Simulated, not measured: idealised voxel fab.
process module | voxel wiring stack
cross-section cut | 210 nm wide | cells 5 nm
A cross-section is a grid of square cells, given in bands from the top down. A band is one or more rows of cells.
Each band's line starts with the height of the band's top and of its bottom, in nm. Then come its materials from left to right, each with its width in nm. One material with "throughout" fills the band from edge to edge. "air" is empty space.
Height 0 is the level under which the wafer as received is all one material. The lowest band goes on downwards, as in "0 down".
A width such as "30 to 40" changes by the same amount from each row of cells to the next, from the band's top row to its bottom row.
"no change" after a step means that no cell of the cross-section changed.
closed voids: empty space of 8 cells or more with no open way to the top, each as width x height at its distance from the left edge, in nm
after a step's settings: what the simulator itself notes on the step
overlay nm, on a step with a mask: how far to the right of its planned place the mask lay; to the left if negative
plan
1 op RECEIVE | material Si
2 op CONFORMAL_DEP | material SiO2 | thk nm 15
3 op CONFORMAL_DEP | material SiCN | thk nm 5
4 op DIRECTIONAL_DEP | material lowk | thk nm 15
5 op PATTERN | tone open | mask id METAL_1 | material resist | width nm 30 | pitch nm 45 | thk nm 15 | overlay nm 0
6 op DIRECTIONAL_ETCH | etch materials lowk | depth nm 15
7 op DIRECTIONAL_ETCH | etch materials SiCN | depth nm 5
8 op STRIP | etch materials resist
9 op CONFORMAL_DEP | material TiN | thk nm 5
10 op FILL_DEP | material W | thk nm 5
11 op CMP | height nm 35
12 op CONFORMAL_DEP | material SiCN | thk nm 5
13 op DIRECTIONAL_DEP | material lowk | thk nm 20
14 op PATTERN | tone open | mask id PLUG_1 | material resist | width nm 15 | pitch nm 45 | thk nm 20 | overlay nm 0
15 op DIRECTIONAL_ETCH | etch materials lowk | depth nm 20
16 op DIRECTIONAL_ETCH | etch materials SiCN | depth nm 5
17 op STRIP | etch materials resist
18 op CONFORMAL_DEP | material TiN | thk nm 5
19 op FILL_DEP | material Ru | thk nm 10
20 op CMP | height nm 60
21 op DIRECTIONAL_DEP | material TiN | thk nm 5
22 op DIRECTIONAL_DEP | material W | thk nm 25
23 op DIRECTIONAL_DEP | material aC | thk nm 10
24 op PATTERN | tone cover | mask id METAL_2 | material resist | width nm 30 | pitch nm 45 | thk nm 30 | overlay nm 0
25 op DIRECTIONAL_ETCH | etch materials aC | depth nm 10
26 op STRIP | etch materials resist
27 op DIRECTIONAL_ETCH | etch materials W | depth nm 25
28 op DIRECTIONAL_ETCH | etch materials TiN | depth nm 5
29 op STRIP | etch materials aC
30 op FILL_DEP | material lowk | thk nm 5
31 op CMP | height nm 90
32 op CONFORMAL_DEP | material SiCN | thk nm 5
33 op DIRECTIONAL_DEP | material SiO2 | thk nm 35
34 op PATTERN | tone open | mask id METAL_3_HOLES | material resist | width nm 15 | pitch nm 45 | thk nm 20 | overlay nm 0
35 op DIRECTIONAL_ETCH | etch materials SiO2 | depth nm 35
36 op STRIP | etch materials resist
37 op DIRECTIONAL_DEP | material aC | thk nm 15
38 op PATTERN | tone open | mask id METAL_3 | material resist | width nm 30 | pitch nm 45 | thk nm 30 | overlay nm 0
39 op DIRECTIONAL_ETCH | etch materials aC | depth nm 15
40 op STRIP | etch materials resist
41 op DIRECTIONAL_ETCH | etch materials SiO2 | depth nm 10
42 op DIRECTIONAL_ETCH | etch materials SiCN | depth nm 5
43 op STRIP | etch materials aC
44 op CONFORMAL_DEP | material TiN | thk nm 5
45 op FILL_DEP | material Ru | thk nm 10
46 op CMP | height nm 130
47 op CONFORMAL_DEP | material SiN | thk nm 5
varied across the wafers: depth nm of step 41. The plan shows the first wafer's value. All wafers start alike
first wafer as received, after step 1
  0 down: Si throughout
  closed voids: none
each wafer at the end: cells of each material gained (+) or lost (-) since it was received, then its closed voids
depth nm 10 | +56 Ru | +78 SiCN | +42 SiN | +312 SiO2 | +196 TiN | +168 W | +282 lowk | closed voids: none
depth nm 15 | +68 Ru | +78 SiCN | +42 SiN | +300 SiO2 | +196 TiN | +168 W | +282 lowk | closed voids: none
depth nm 20 | +80 Ru | +78 SiCN | +42 SiN | +288 SiO2 | +196 TiN | +168 W | +282 lowk | closed voids: none
depth nm 25 | +92 Ru | +78 SiCN | +42 SiN | +276 SiO2 | +196 TiN | +168 W | +282 lowk | closed voids: none
depth nm 30 | +104 Ru | +78 SiCN | +42 SiN | +264 SiO2 | +196 TiN | +168 W | +282 lowk | closed voids: none
depth nm 35 | +128 Ru | +66 SiCN | +42 SiN | +252 SiO2 | +196 TiN | +168 W | +282 lowk | closed voids: none
